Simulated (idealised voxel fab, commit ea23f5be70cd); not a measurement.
A process module follows: voxel gate over fins.
cross-section cut | 150 nm wide | cells 5 nm
Just so we're on the same page, the cross-sections are grids of square cells, and they're listed out in bands top to bottom, each band one or more rows deep.
Within each band entry, the heights of the top and of the bottom of the band appear first, in that order and in nm; the materials of the band then follow from left to right, each with its corresponding width in nm. The designation "everywhere" on a single material indicates that it fills the band from edge to edge; the designation "air" indicates empty space.
Ref level 0: as-received wafer is one material below here. Bottom band extends down with no lower bound ("z 0 and below").
Per-row width for "30..40": begins at first number (top row of band), ends at second number (bottom row), increment between rows held constant.
Basically "same as before" means that step didn't change any cell in the cross-section.
The entry titled "Encapsulated voids" provides the empty spaces that have no open way to the top, restricted to those of 8 cells or more. Each is presented as width x height at distance, the distance being measured from the left edge, with all three in nm.
It should be noted that, on the line of a given step, the content following the step's settings is a remark produced by the simulator itself with respect to that step.
The "overlay nm" setting may appear on a step's line; for a step that uses a mask, it gives how far to the right of its planned position the mask lay, and a negative value indicates the left.

INTENDED PROCESS STEPS
1) RECEIVE [material Si]
2) CONFORMAL_DEP [material SiN] [thk nm 10]
3) DIRECTIONAL_DEP [material aC] [thk nm 15]
4) PATTERN [tone cover] [mask id FINS] [material resist] [width nm 15] [pitch nm 35] [thk nm 35] [overlay nm 0]
5) DIRECTIONAL_ETCH [etch materials aC] [depth nm 15]
6) STRIP [etch materials resist]
7) DIRECTIONAL_ETCH [etch materials SiN] [depth nm 10]
8) DIRECTIONAL_ETCH [etch materials Si] [depth nm 35]
9) STRIP [etch materials aC]
10) OXIDIZE [depth nm 5]
11) FILL_DEP [material SiO2] [thk nm 15]
12) CMP [height nm 10]
13) SELECTIVE_ETCH [etch materials SiO2] [depth nm 25]
14) STRIP [etch materials SiN]
15) CONFORMAL_DEP [material HfO2] [thk nm 5]
16) CONFORMAL_DEP [material TiN] [thk nm 5]
17) FILL_DEP [material W] [thk nm 10]
18) CMP [height nm 15]
19) CONFORMAL_DEP [material SiCN] [thk nm 5]

THE FIRST OF A SET OF TWO WAFERS, RUN TO PLAN

WAFER AS RECEIVED: CROSS-SECTION FOLLOWING STEP 1
    z 0 and below | Si everywhere
    Encapsulated voids: none

YOU'RE LOOKING AT A CROSS-SECTION OF THE WAFER AFTER STEP 2
    z 10 to 0 | SiN everywhere
    Nothing below the height 0 has changed.

YOU'RE LOOKING AT A CROSS-SECTION OF THE WAFER AFTER STEP 3
    z 25 to 10 | aC everywhere
    Nothing below the height 10 has changed.

YOU'RE LOOKING AT A CROSS-SECTION OF THE WAFER AFTER STEP 4
    z 60 to 25 | air 50, resist 15, air 20, resist 15, air 50
    Nothing below the height 25 has changed.

YOU'RE LOOKING AT A CROSS-SECTION OF THE WAFER AFTER STEP 5
    z 45 to 25 | air 50, resist 15, air 20, resist 15, air 50
    z 25 to 10 | air 50, aC 15, air 20, aC 15, air 50
    Nothing below the height 10 has changed.

YOU'RE LOOKING AT A CROSS-SECTION OF THE WAFER AFTER STEP 6
    z 25 to 10 | air 50, aC 15, air 20, aC 15, air 50
    Nothing below the height 10 has changed.

YOU'RE LOOKING AT A CROSS-SECTION OF THE WAFER AFTER STEP 7
    z 25 to 10 | air 50, aC 15, air 20, aC 15, air 50
    z 10 to 0 | air 50, SiN 15, air 20, SiN 15, air 50
    Nothing below the height 0 has changed.

YOU'RE LOOKING AT A CROSS-SECTION OF THE WAFER AFTER STEP 8
    z 25 to 10 | air 50, aC 15, air 20, aC 15, air 50
    z 10 to 0 | air 50, SiN 15, air 20, SiN 15, air 50
    z 0 to -35 | air 50, Si 15, air 20, Si 15, air 50
    Nothing below the height -35 has changed.

YOU'RE LOOKING AT A CROSS-SECTION OF THE WAFER AFTER STEP 9
    z 10 to 0 | air 50, SiN 15, air 20, SiN 15, air 50
    Nothing below the height 0 has changed.

YOU'RE LOOKING AT A CROSS-SECTION OF THE WAFER AFTER STEP 10
    z 10 to 0 | air 50, SiN 15, air 20, SiN 15, air 50
    z 0 to -35 | air 50, SiO2 5, Si 5, SiO2 5, air 20, SiO2 5, Si 5, SiO2 5, air 50
    z -35 to -40 | SiO2 55, Si 5, SiO2 30, Si 5, SiO2 55
    Nothing below the height -40 has changed.

YOU'RE LOOKING AT A CROSS-SECTION OF THE WAFER AFTER STEP 11
    z 25 to 10 | SiO2 everywhere
    z 10 to 0 | SiO2 50, SiN 15, SiO2 20, SiN 15, SiO2 50
    z 0 to -40 | SiO2 55, Si 5, SiO2 30, Si 5, SiO2 55
    Nothing below the height -40 has changed.

YOU'RE LOOKING AT A CROSS-SECTION OF THE WAFER AFTER STEP 12
    z 10 to 0 | SiO2 50, SiN 15, SiO2 20, SiN 15, SiO2 50
    Nothing below the height 0 has changed.

YOU'RE LOOKING AT A CROSS-SECTION OF THE WAFER AFTER STEP 13
    z 10 to 0 | air 50, SiN 15, air 20, SiN 15, air 50
    z 0 to -15 | air 55, Si 5, air 30, Si 5, air 55
    Nothing below the height -15 has changed.

YOU'RE LOOKING AT A CROSS-SECTION OF THE WAFER AFTER STEP 14
    z 0 to -15 | air 55, Si 5, air 30, Si 5, air 55
    Nothing below the height -15 has changed.

YOU'RE LOOKING AT A CROSS-SECTION OF THE WAFER AFTER STEP 15
    z 5 to 0 | air 50, HfO2 15, air 20, HfO2 15, air 50
    z 0 to -10 | air 50, HfO2 5, Si 5, HfO2 5, air 20, HfO2 5, Si 5, HfO2 5, air 50
    z -10 to -15 | HfO2 55, Si 5, HfO2 30, Si 5, HfO2 55
    Nothing below the height -15 has changed.

YOU'RE LOOKING AT A CROSS-SECTION OF THE WAFER AFTER STEP 16
    z 10 to 5 | air 45, TiN 25, air 10, TiN 25, air 45
    z 5 to 0 | air 45, TiN 5, HfO2 15, TiN 5, air 10, TiN 5, HfO2 15, TiN 5, air 45
    z 0 to -5 | air 45, TiN 5, HfO2 5, Si 5, HfO2 5, TiN 5, air 10, TiN 5, HfO2 5, Si 5, HfO2 5, TiN 5, air 45
    z -5 to -10 | TiN 50, HfO2 5, Si 5, HfO2 5, TiN 20, HfO2 5, Si 5, HfO2 5, TiN 50
    Nothing below the height -10 has changed.

YOU'RE LOOKING AT A CROSS-SECTION OF THE WAFER AFTER STEP 17
    z 20 to 10 | W everywhere
    z 10 to 5 | W 45, TiN 25, W 10, TiN 25, W 45
    z 5 to 0 | W 45, TiN 5, HfO2 15, TiN 5, W 10, TiN 5, HfO2 15, TiN 5, W 45
    z 0 to -5 | W 45, TiN 5, HfO2 5, Si 5, HfO2 5, TiN 5, W 10, TiN 5, HfO2 5, Si 5, HfO2 5, TiN 5, W 45
    Nothing below the height -5 has changed.

YOU'RE LOOKING AT A CROSS-SECTION OF THE WAFER AFTER STEP 18
    z 15 to 10 | W everywhere
    Nothing below the height 10 has changed.

YOU'RE LOOKING AT A CROSS-SECTION OF THE WAFER AFTER STEP 19
    z 20 to 15 | SiCN everywhere
    Nothing below the height 15 has changed.

IT IS TO BE NOTED THAT THE SECOND WAFER PROCEEDED FROM THE SAME INITIAL STATE AND ACCORDING TO THE SAME PLAN AS THE FIRST, ALTHOUGH ONE MISTAKE WAS COMMITTED IN ITS EXECUTION; THROUGH STEP 14, INCLUSIVE, THE TWO WAFERS SHARE AN IDENTICAL HISTORY

SECOND WAFER, CUT VIEW, END OF STEP 15 PER PLAN
    z 5 to 0 | air 50, TiN 15, air 20, TiN 15, air 50
    z 0 to -10 | air 50, TiN 5, Si 5, TiN 5, air 20, TiN 5, Si 5, TiN 5, air 50
    z -10 to -15 | TiN 55, Si 5, TiN 30, Si 5, TiN 55
    Nothing below the height -15 has changed.

SECOND WAFER, CUT VIEW, END OF STEP 16 PER PLAN
    z 10 to 5 | air 45, HfO2 25, air 10, HfO2 25, air 45
    z 5 to 0 | air 45, HfO2 5, TiN 15, HfO2 5, air 10, HfO2 5, TiN 15, HfO2 5, air 45
    z 0 to -5 | air 45, HfO2 5, TiN 5, Si 5, TiN 5, HfO2 5, air 10, HfO2 5, TiN 5, Si 5, TiN 5, HfO2 5, air 45
    z -5 to -10 | HfO2 50, TiN 5, Si 5, TiN 5, HfO2 20, TiN 5, Si 5, TiN 5, HfO2 50
    Nothing below the height -10 has changed.

SECOND WAFER, CUT VIEW, END OF STEP 17 PER PLAN
    z 20 to 10 | W everywhere
    z 10 to 5 | W 45, HfO2 25, W 10, HfO2 25, W 45
    z 5 to 0 | W 45, HfO2 5, TiN 15, HfO2 5, W 10, HfO2 5, TiN 15, HfO2 5, W 45
    z 0 to -5 | W 45, HfO2 5, TiN 5, Si 5, TiN 5, HfO2 5, W 10, HfO2 5, TiN 5, Si 5, TiN 5, HfO2 5, W 45
    Nothing below the height -5 has changed.

SECOND WAFER, CUT VIEW, END OF STEP 18 PER PLAN
    z 15 to 10 | W everywhere
    Nothing below the height 10 has changed.

SECOND WAFER, CUT VIEW, END OF STEP 19 PER PLAN
    z 20 to 15 | SiCN everywhere
    Nothing below the height 15 has changed.
Plan not followed: steps 15 and 16 got flipped, so each one ran where the other should have
At the end, each material covers as many cells on the second wafer as it does on the first, though the cells it covers are elsewhere.
